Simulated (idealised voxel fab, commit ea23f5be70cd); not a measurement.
The following process module bears the name voxel spacer lines.
Cross-section cut: width 140 nm, square cells of 5 nm.
Format of a cross-section: grid, square cells. Given as bands. Order: top down. Band: one or more rows of cells.
Each band's line starts with the height of the band's top and of its bottom, in nm. Then come its materials from left to right, each with its width in nm. One material with "full width" fills the band from edge to edge. "empty" is empty space.
We count height from 0. Below that, the starting wafer is all one material. The lowest band never ends at the bottom but goes on down; see "0 down" for how that is written.
A two-number width, for instance "30 to 40", indicates that the width is equal to the first number in the top row of the band and to the second number in the bottom row, and that it changes by a constant amount per row of cells.
Step note "remains unaltered" = no cross-section cell changed.
Sealed internal voids: empty space of 8 cells or more with no open way to the top, each as width x height at its distance from the left edge, in nm
Whatever follows a step's settings on its line is a remark the simulator itself makes about that step.
Each step line may optionally specify "overlay nm", which for a step with a mask gives the rightward distance between the mask's planned place and where it lay, a negative value indicating the leftward direction.

PROCESS STEPS FORESEEN IN THE PLAN
- 1: op RECEIVE | material Si
- 2: op CONFORMAL_DEP | material SiO2 | thk nm 5
- 3: op DIRECTIONAL_DEP | material TiN | thk nm 20
- 4: op DIRECTIONAL_DEP | material aC | thk nm 20
- 5: op PATTERN | tone cover | mask id MANDREL | material resist | width nm 20 | pitch nm 60 | thk nm 30 | overlay nm 0
- 6: op DIRECTIONAL_ETCH | etch materials aC | depth nm 20
- 7: op STRIP | etch materials resist
- 8: op CONFORMAL_DEP | material SiN | thk nm 10
- 9: op DIRECTIONAL_ETCH | etch materials SiN | depth nm 10
- 10: op STRIP | etch materials aC
- 11: op DIRECTIONAL_ETCH | etch materials TiN | depth nm 20
- 12: op STRIP | etch materials SiN
- 13: op FILL_DEP | material SiO2 | thk nm 5
- 14: op CMP | height nm 25
For clarity, it should be stated that the wafers under discussion commence in an identical condition and differ with respect to the thk nm of step 2, the plan indicating the value that the first wafer had.

CROSS-SECTION, FIRST OF SEVERAL WAFERS, AS DELIVERED AFTER STEP 1
> 0 down: Si full width
> Sealed internal voids: none

FIRST WAFER AT THE END, AFTER STEP 14
> 25 to 5: 20 nm SiO2 | 10 nm TiN | 20 nm SiO2 | 10 nm TiN | 20 nm SiO2 | 10 nm TiN | 20 nm SiO2 | 10 nm TiN | 20 nm SiO2
> 5 to 0: SiO2 full width
> 0 down: Si full width
> Sealed internal voids: none

CROSS-SECTION AT MODULE COMPLETION, LAST WAFER
> 25 to 20: 20 nm SiO2 | 10 nm TiN | 20 nm SiO2 | 10 nm TiN | 20 nm SiO2 | 10 nm TiN | 20 nm SiO2 | 10 nm TiN | 20 nm SiO2
> 20 to 0: SiO2 full width
> 0 down: Si full width
> Sealed internal voids: none

FOR YOUR REFERENCE, THE TABLE IS ORGANIZED WITH A ROW PER WAFER; EACH ROW REFLECTS THE WAFER AT THE END OF THE MODULE, INDICATING FOR EACH MATERIAL THE CELLS GAINED (+) OR LOST (-) SINCE RECEIPT, AND THEREAFTER ITS CLOSED VOIDS
thk nm 5 | +108 SiO2 | +32 TiN | Sealed internal voids: none
thk nm 10 | +116 SiO2 | +24 TiN | Sealed internal voids: none
thk nm 15 | +124 SiO2 | +16 TiN | Sealed internal voids: none
thk nm 20 | +132 SiO2 | +8 TiN | Sealed internal voids: none
